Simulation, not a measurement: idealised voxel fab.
Presented below is a process module, voxel self aligned vias.
The figure presents cross-section cut, which has a width of 220 nm and is divided into square cells with an edge length of 5 nm.
A cross-section is written here as square cells arranged in a grid, and it is given in bands from the top down, each band taking up one or more rows of cells. Top height, bottom height, nm. Materials left to right, width each, nm. Single material + "throughout" = fills band edge to edge. "empty" = empty. Zero point of the height axis is 0; under it, received wafer = one material. Lowest band: continues down indefinitely, "0 down". Per-row width for "30->40": begins at first number (top row of band), ends at second number (bottom row), increment between rows held constant. Reading "no modification" for a step: not a cell of the cross-section changed in it. "Sealed void list" lists enclosed empty spaces (at least 8 cells, no open path upward to the top), each as width x height at distance from the left edge, in nm. What comes after the settings on a step's line is commentary from the simulator itself on that step. Regarding "overlay nm": on a step with a mask, it is the distance the mask lay to the right of its planned place; a negative value places it to the left.
Steps planned for the process
1: RECEIVE [material Si]
2: CONFORMAL_DEP [material SiO2] [thk nm 10]
3: CONFORMAL_DEP [material SiCN] [thk nm 5]
4: DIRECTIONAL_DEP [material lowk] [thk nm 20]
5: PATTERN [tone open] [mask id LINES] [material resist] [width nm 25] [pitch nm 70] [thk nm 15] [overlay nm 0]
6: DIRECTIONAL_ETCH [etch materials lowk] [depth nm 20]
7: STRIP [etch materials resist]
8: CONFORMAL_DEP [material TiN] [thk nm 5]
9: FILL_DEP [material W] [thk nm 5]
10: CMP [height nm 35]
11: SELECTIVE_ETCH [etch materials W Ru TiN] [depth nm 5]
12: FILL_DEP [material SiN] [thk nm 5]
13: CMP [height nm 35]
14: DIRECTIONAL_DEP [material lowk] [thk nm 20]
15: PATTERN [tone open] [mask id VIAS] [material resist] [width nm 45] [thk nm 20] [overlay nm 0]
16: DIRECTIONAL_ETCH [etch materials lowk] [depth nm 20]
17: DIRECTIONAL_ETCH [etch materials SiN] [depth nm 5]
18: STRIP [etch materials resist]
19: CONFORMAL_DEP [material TiN] [thk nm 5]
20: FILL_DEP [material W] [thk nm 5]
21: CMP [height nm 55]
22: CONFORMAL_DEP [material SiCN] [thk nm 5]
Concerning the first of two wafers, which was run in accordance with the plan
Incoming wafer, cross-sectional view, post step 1
> 0 down = Si throughout
> Sealed void list: none
Cross-section: wafer state after step 2
> 10 to 0 = SiO2 throughout
> Below 0 it's all the same as before, nothing changed down there.
Cross-section: wafer state after step 3
> 15 to 10 = SiCN throughout
> Below 10 it's all the same as before, nothing changed down there.
Cross-section: wafer state after step 4
> 35 to 15 = lowk throughout
> Below 15 it's all the same as before, nothing changed down there.
Cross-section: wafer state after step 5
> 50 to 35 = 60 resist | 25 empty | 45 resist | 25 empty | 65 resist
> Below 35 it's all the same as before, nothing changed down there.
Cross-section: wafer state after step 6
> 50 to 35 = 60 resist | 25 empty | 45 resist | 25 empty | 65 resist
> 35 to 15 = 60 lowk | 25 empty | 45 lowk | 25 empty | 65 lowk
> Below 15 it's all the same as before, nothing changed down there.
Cross-section: wafer state after step 7
> 35 to 15 = 60 lowk | 25 empty | 45 lowk | 25 empty | 65 lowk
> Below 15 it's all the same as before, nothing changed down there.
Cross-section: wafer state after step 8
> 40 to 35 = 65 TiN | 15 empty | 55 TiN | 15 empty | 70 TiN
> 35 to 20 = 60 lowk | 5 TiN | 15 empty | 5 TiN | 45 lowk | 5 TiN | 15 empty | 5 TiN | 65 lowk
> 20 to 15 = 60 lowk | 25 TiN | 45 lowk | 25 TiN | 65 lowk
> Below 15 it's all the same as before, nothing changed down there.
Cross-section: wafer state after step 9
> 45 to 40 = W throughout
> 40 to 35 = 65 TiN | 15 W | 55 TiN | 15 W | 70 TiN
> 35 to 20 = 60 lowk | 5 TiN | 15 W | 5 TiN | 45 lowk | 5 TiN | 15 W | 5 TiN | 65 lowk
> Below 20 it's all the same as before, nothing changed down there.
Cross-section: wafer state after step 10
> 35 to 20 = 60 lowk | 5 TiN | 15 W | 5 TiN | 45 lowk | 5 TiN | 15 W | 5 TiN | 65 lowk
> Below 20 it's all the same as before, nothing changed down there.
Cross-section: wafer state after step 11
> 35 to 30 = 60 lowk | 25 empty | 45 lowk | 25 empty | 65 lowk
> Below 30 it's all the same as before, nothing changed down there.
Cross-section: wafer state after step 12
> 40 to 35 = SiN throughout
> 35 to 30 = 60 lowk | 25 SiN | 45 lowk | 25 SiN | 65 lowk
> Below 30 it's all the same as before, nothing changed down there.
Cross-section: wafer state after step 13
> 35 to 30 = 60 lowk | 25 SiN | 45 lowk | 25 SiN | 65 lowk
> Below 30 it's all the same as before, nothing changed down there.
Cross-section: wafer state after step 14
> 55 to 35 = lowk throughout
> Below 35 it's all the same as before, nothing changed down there.
Cross-section: wafer state after step 15
> 75 to 55 = 50 resist | 45 empty | 125 resist
> Below 55 it's all the same as before, nothing changed down there.
Cross-section: wafer state after step 16
> 75 to 55 = 50 resist | 45 empty | 125 resist
> 55 to 35 = 50 lowk | 45 empty | 125 lowk
> Below 35 it's all the same as before, nothing changed down there.
Cross-section: wafer state after step 17
> 75 to 55 = 50 resist | 45 empty | 125 resist
> 55 to 35 = 50 lowk | 45 empty | 125 lowk
> 35 to 30 = 60 lowk | 25 empty | 45 lowk | 25 SiN | 65 lowk
> Below 30 it's all the same as before, nothing changed down there.
Cross-section: wafer state after step 18
> 55 to 35 = 50 lowk | 45 empty | 125 lowk
> Below 35 it's all the same as before, nothing changed down there.
Cross-section: wafer state after step 19
> 60 to 55 = 55 TiN | 35 empty | 130 TiN
> 55 to 40 = 50 lowk | 5 TiN | 35 empty | 5 TiN | 125 lowk
> 40 to 35 = 50 lowk | 15 TiN | 15 empty | 15 TiN | 125 lowk
> 35 to 30 = 60 lowk | 25 TiN | 45 lowk | 25 SiN | 65 lowk
> Below 30 it's all the same as before, nothing changed down there.
Cross-section: wafer state after step 20
> 65 to 60 = W throughout
> 60 to 55 = 55 TiN | 35 W | 130 TiN
> 55 to 40 = 50 lowk | 5 TiN | 35 W | 5 TiN | 125 lowk
> 40 to 35 = 50 lowk | 15 TiN | 15 W | 15 TiN | 125 lowk
> Below 35 it's all the same as before, nothing changed down there.
Cross-section: wafer state after step 21
> 55 to 40 = 50 lowk | 5 TiN | 35 W | 5 TiN | 125 lowk
> Below 40 it's all the same as before, nothing changed down there.
Cross-section: wafer state after step 22
> 60 to 55 = SiCN throughout
> Below 55 it's all the same as before, nothing changed down there.
Second of two: same start, same plan, one run error; steps up to and including 2 match the first
Second wafer, sectioned view, at step 3's planned end time
> 30 to 10 = lowk throughout
> Below 10 it's all the same as before, nothing changed down there.
Second wafer, sectioned view, at step 4's planned end time
> 35 to 30 = SiCN throughout
> Below 30 it's all the same as before, nothing changed down there.
Second wafer, sectioned view, at step 5's planned end time
> 50 to 35 = 60 resist | 25 empty | 45 resist | 25 empty | 65 resist
> Below 35 it's all the same as before, nothing changed down there.
Second wafer, sectioned view, at step 6's planned end time: no modification
Second wafer, sectioned view, at step 7's planned end time
> 35 to 30 = SiCN throughout
> Below 30 it's all the same as before, nothing changed down there.
Second wafer, sectioned view, at step 8's planned end time
> 40 to 35 = TiN throughout
> Below 35 it's all the same as before, nothing changed down there.
Second wafer, sectioned view, at step 9's planned end time
> 45 to 40 = W throughout
> Below 40 it's all the same as before, nothing changed down there.
Second wafer, sectioned view, at step 10's planned end time
> 35 to 30 = SiCN throughout
> Below 30 it's all the same as before, nothing changed down there.
Second wafer, sectioned view, at step 11's planned end time: no modification
Second wafer, sectioned view, at step 12's planned end time
> 40 to 35 = SiN throughout
> Below 35 it's all the same as before, nothing changed down there.
Second wafer, sectioned view, at step 13's planned end time
> 35 to 30 = SiCN throughout
> Below 30 it's all the same as before, nothing changed down there.
Second wafer, sectioned view, at step 14's planned end time
> 55 to 35 = lowk throughout
> Below 35 it's all the same as before, nothing changed down there.
Second wafer, sectioned view, at step 15's planned end time
> 75 to 55 = 50 resist | 45 empty | 125 resist
> Below 55 it's all the same as before, nothing changed down there.
Second wafer, sectioned view, at step 16's planned end time
> 75 to 55 = 50 resist | 45 empty | 125 resist
> 55 to 35 = 50 lowk | 45 empty | 125 lowk
> Below 35 it's all the same as before, nothing changed down there.
Second wafer, sectioned view, at step 17's planned end time: no modification
Second wafer, sectioned view, at step 18's planned end time
> 55 to 35 = 50 lowk | 45 empty | 125 lowk
> Below 35 it's all the same as before, nothing changed down there.
Second wafer, sectioned view, at step 19's planned end time
> 60 to 55 = 55 TiN | 35 empty | 130 TiN
> 55 to 40 = 50 lowk | 5 TiN | 35 empty | 5 TiN | 125 lowk
> 40 to 35 = 50 lowk | 45 TiN | 125 lowk
> Below 35 it's all the same as before, nothing changed down there.
Second wafer, sectioned view, at step 20's planned end time
> 65 to 60 = W throughout
> 60 to 55 = 55 TiN | 35 W | 130 TiN
> 55 to 40 = 50 lowk | 5 TiN | 35 W | 5 TiN | 125 lowk
> Below 40 it's all the same as before, nothing changed down there.
Second wafer, sectioned view, at step 21's planned end time
> 55 to 40 = 50 lowk | 5 TiN | 35 W | 5 TiN | 125 lowk
> Below 40 it's all the same as before, nothing changed down there.
Second wafer, sectioned view, at step 22's planned end time
> 60 to 55 = SiCN throughout
> Below 55 it's all the same as before, nothing changed down there.
It is concluded that the wafer was processed incorrectly with respect to the plan, in that steps 3 and 4 were swapped
Upon completion, the second wafer contains, in terms of cells, a greater or smaller amount of certain materials than the first wafer: 5 fewer of SiN, 20 fewer of TiN, 15 fewer of W, 40 more of lowk
